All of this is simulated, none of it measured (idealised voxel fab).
You're looking at the process module voxel tone inversion.
220 nm wide, 5 nm square cells: that's cross-section cut.
Cross-section = grid of square cells, listed top down in bands; band = one or more rows.
First you get the band's top height and its bottom height, in nm, and then the materials it's made of, left to right, with each width in nm. If you see a single material with "full width", that one covers the band edge to edge. "blank" is empty space.
Heads up on the height convention: 0 is the point under which the incoming wafer is all one material, and the lowest band has no bottom, it just keeps going down, like "z 0 and below".
Think of "30..40" as a width that walks from the first number to the second as you go down the band, top row to bottom row, taking equal-sized steps from row to row.
"all unchanged" -> step changed no cross-section cell.
Sealed internal voids: empty space of 8 cells or more with no open way to the top, each as width x height at its distance from the left edge, in nm
Formally, on a step line, whatever follows the settings is a remark that the simulator itself makes on the step.
"overlay nm" denotes, for a step that has a mask, the displacement of the mask to the right of its planned place, with negative values corresponding to the left.
[So here's the lineup of process steps we planned]
1. RECEIVE [material Si]
2. CONFORMAL_DEP [material SiN] [thk nm 5]
3. DIRECTIONAL_DEP [material polySi] [thk nm 20]
4. PATTERN [tone cover] [mask id POSTS] [material resist] [width nm 15] [pitch nm 45] [thk nm 25] [overlay nm 0]
5. DIRECTIONAL_ETCH [etch materials polySi] [depth nm 20]
6. STRIP [etch materials resist]
7. FILL_DEP [material lowk] [thk nm 10]
8. CMP [height nm 25]
9. STRIP [etch materials polySi]
[This is the cross-section of the wafer as we received it, i.e. after step 1]
> z 0 and below: Si full width
> Sealed internal voids: none
[Cross-sectional image of the first of two wafers at the end of the module, the run having proceeded as planned]
> z 25 to 5: 35 of lowk, 15 of blank, 30 of lowk, 15 of blank, 30 of lowk, 15 of blank, 30 of lowk, 15 of blank, 35 of lowk
> z 5 to 0: SiN full width
> z 0 and below: Si full width
> Sealed internal voids: none
[Second of two wafers, module complete, sectioned: it shares the first wafer's start and plan but was run with one mistake]
> z 25 to 20: SiN full width
> z 20 to 0: polySi full width
> z 0 and below: Si full width
> Sealed internal voids: none
what went wrong: sequence error: steps 2 and 3 interchanged
At the finish, the second wafer shows more or fewer cells for some materials than the first does: 128 fewer of lowk | 176 more of polySi
